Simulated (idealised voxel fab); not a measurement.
You're looking at the process module voxel gate over fins.
FYI the section here is cut, 255 nm wide, cells are 5 nm squares.
Cross-section layout: square cells on a grid; listed as bands, top to bottom; a band spans one or more cell rows.
For a band, the entry starts with two heights in nm, that of the top and then that of the bottom, and carries on with the band's materials in order from left to right, each alongside its width in nm; the word "throughout" beside a single material means it fills the band edge to edge, and "blank" means empty space.
Height is counted from the level 0, under which the received wafer is composed throughout of one material. The lowest of the bands is not closed at the bottom but continues downward, in the notation "0 -> down".
Read "30..40" as a graded width: first number on top, second number at the bottom, same change between each pair of neighbouring rows.
"identical to before", as given for a step, is the statement that not any cell of the cross-section underwent a change during that step.
Empty spaces counting at least 8 cells and having no open way to the top are listed in "Closed void table". The notation width x height at distance is used for each, the distance being from the left edge and all three values in nm.
Anything after a step's settings on that line? It's the simulator's own note about the step.
overlay nm: right-of-plan distance of the mask on a masked step; negative values mean left-of-plan.

## This section lists the process steps that were planned
1: RECEIVE,material Si
2: CONFORMAL_DEP,material SiN,thk nm 10
3: PATTERN,tone cover,mask id FINS,material resist,width nm 15,pitch nm 35,thk nm 15,overlay nm 0
4: DIRECTIONAL_ETCH,etch materials SiN,depth nm 10
5: DIRECTIONAL_ETCH,etch materials Si,depth nm 30
6: STRIP,etch materials resist
7: OXIDIZE,depth nm 5
8: FILL_DEP,material SiO2,thk nm 10
9: CMP,height nm 10
10: SELECTIVE_ETCH,etch materials SiO2,depth nm 20
11: STRIP,etch materials SiN
12: CONFORMAL_DEP,material HfO2,thk nm 5
13: CONFORMAL_DEP,material TiN,thk nm 5
14: FILL_DEP,material W,thk nm 10
15: CMP,height nm 15
16: CONFORMAL_DEP,material SiCN,thk nm 5

## The cross-section here shows the wafer as received, i.e. in its state after step 1
  0 -> down: Si throughout
  Closed void table: none

## Sectioned view, first of two wafers, at the close of the module, processed as intended in the plan
  20 -> 15: SiCN throughout
  15 -> 10: W throughout
  10 -> 5: 80 of W | 25 of TiN | 10 of W | 25 of TiN | 10 of W | 25 of TiN | 80 of W
  5 -> 0: 80 of W | 5 of TiN | 15 of HfO2 | 5 of TiN | 10 of W | 5 of TiN | 15 of HfO2 | 5 of TiN | 10 of W | 5 of TiN | 15 of HfO2 | 5 of TiN | 80 of W
  0 -> -5: 85 of TiN | 5 of HfO2 | 5 of Si | 5 of HfO2 | 20 of TiN | 5 of HfO2 | 5 of Si | 5 of HfO2 | 20 of TiN | 5 of HfO2 | 5 of Si | 5 of HfO2 | 85 of TiN
  -5 -> -10: 90 of HfO2 | 5 of Si | 30 of HfO2 | 5 of Si | 30 of HfO2 | 5 of Si | 90 of HfO2
  -10 -> -35: 90 of SiO2 | 5 of Si | 30 of SiO2 | 5 of Si | 30 of SiO2 | 5 of Si | 90 of SiO2
  -35 -> down: Si throughout
  Closed void table: none

## Second wafer cross-section at end of module - shared start and plan with the first, one mistake in the run
  20 -> 15: SiCN throughout
  15 -> 10: W throughout
  10 -> 5: 80 of W | 25 of SiCN | 10 of W | 25 of SiCN | 10 of W | 25 of SiCN | 80 of W
  5 -> 0: 80 of W | 5 of SiCN | 15 of HfO2 | 5 of SiCN | 10 of W | 5 of SiCN | 15 of HfO2 | 5 of SiCN | 10 of W | 5 of SiCN | 15 of HfO2 | 5 of SiCN | 80 of W
  0 -> -5: 85 of SiCN | 5 of HfO2 | 5 of Si | 5 of HfO2 | 20 of SiCN | 5 of HfO2 | 5 of Si | 5 of HfO2 | 20 of SiCN | 5 of HfO2 | 5 of Si | 5 of HfO2 | 85 of SiCN
  -5 -> -10: 90 of HfO2 | 5 of Si | 30 of HfO2 | 5 of Si | 30 of HfO2 | 5 of Si | 90 of HfO2
  -10 -> -35: 90 of SiO2 | 5 of Si | 30 of SiO2 | 5 of Si | 30 of SiO2 | 5 of Si | 90 of SiO2
  -35 -> down: Si throughout
  Closed void table: none
Error vs. plan: step 13 deviated from plan and actually ran as CONFORMAL_DEP,material SiCN,thk nm 5
Looking at both finished wafers in cells, the second ends up ahead of or behind the first on some materials: SiCN +63 | TiN -63
